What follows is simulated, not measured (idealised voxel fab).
Documented hereafter: the process module known as voxel self aligned contacts.
Cross-section cut: width 180 nm, square cells of 5 nm.
Cross-sections here: square-cell grids, written as top-down lists of bands, a band being one or more rows of cells. Heights first: top, then bottom, in nm. Then materials, left to right, each with a width in nm. "everywhere" on a single material: fills the band edge to edge. "empty": empty space. Convention: height 0 is the level below which the wafer, as received, is all one material. The lowest band does not terminate at the bottom but continues downward, represented as "0 nm and below". The expression "30..40" gives the width at the extremes of the band, the first number at its top row of cells and the second at its bottom row, with the width changing by equal amounts from each row to the next in between. "no alterations made" -> step changed no cross-section cell. Entry "Unvented internal voids" = empty spaces >= 8 cells with no open way to the top; each as width x height at distance, distance from left edge, all nm. Step line, after settings: the simulator's comment on this step. overlay nm: right-of-plan distance of the mask on a masked step; negative values mean left-of-plan.
THIS SECTION LISTS THE PROCESS STEPS THAT WERE PLANNED
step 1: RECEIVE (material Si)
step 2: CONFORMAL_DEP (material SiO2; thk nm 5)
step 3: DIRECTIONAL_DEP (material polySi; thk nm 25)
step 4: DIRECTIONAL_DEP (material SiN; thk nm 20)
step 5: PATTERN (tone cover; mask id GATE; material resist; width nm 25; pitch nm 65; thk nm 20; overlay nm 0)
step 6: DIRECTIONAL_ETCH (etch materials SiN; depth nm 20)
step 7: DIRECTIONAL_ETCH (etch materials polySi; depth nm 25)
step 8: STRIP (etch materials resist)
step 9: CONFORMAL_DEP (material SiN; thk nm 5)
step 10: DIRECTIONAL_ETCH (etch materials SiN; depth nm 10)
step 11: FILL_DEP (material SiO2; thk nm 20)
step 12: CMP (height nm 60)
step 13: PATTERN (tone open; mask id CONTACT; material resist; width nm 50; thk nm 15; overlay nm 0)
step 14: DIRECTIONAL_ETCH (etch materials SiO2; depth nm 60)
step 15: STRIP (etch materials resist)
step 16: CONFORMAL_DEP (material TiN; thk nm 5)
step 17: FILL_DEP (material Ru; thk nm 5)
step 18: CMP (height nm 60)
step 19: CONFORMAL_DEP (material SiCN; thk nm 5)
The value of thk nm given for step 9 in the plan refers to the first wafer; the wafers vary in this setting and are alike at the start.
THE FIRST OF SEVERAL WAFERS IN CROSS-SECTION, EXACTLY AS IT REACHED US AFTER STEP 1
> 0 nm and below  Si everywhere
> Unvented internal voids: none
SO IN THIS TABLE EVERY WAFER GETS ITS OWN ROW, AND WHAT YOU SEE IS WHERE IT STANDS AT THE END OF THE MODULE: FOR EACH MATERIAL, HOW MANY CELLS IT PICKED UP (+) OR GAVE UP (-) SINCE WE RECEIVED IT, AND AFTER THAT ITS CLOSED VOIDS
thk nm 5, +52 Ru, +36 SiCN, +62 SiN, +236 SiO2, +32 TiN, +50 polySi, Unvented internal voids: none
thk nm 10, +28 Ru, +36 SiCN, +112 SiN, +210 SiO2, +32 TiN, +50 polySi, Unvented internal voids: none
thk nm 15, +36 SiCN, +184 SiN, +170 SiO2, +28 TiN, +50 polySi, Unvented internal voids: none
thk nm 20, +36 SiCN, +256 SiN, +126 SiO2, +50 polySi, Unvented internal voids: none
thk nm 25, +36 SiCN, +282 SiN, +100 SiO2, +50 polySi, Unvented internal voids: none
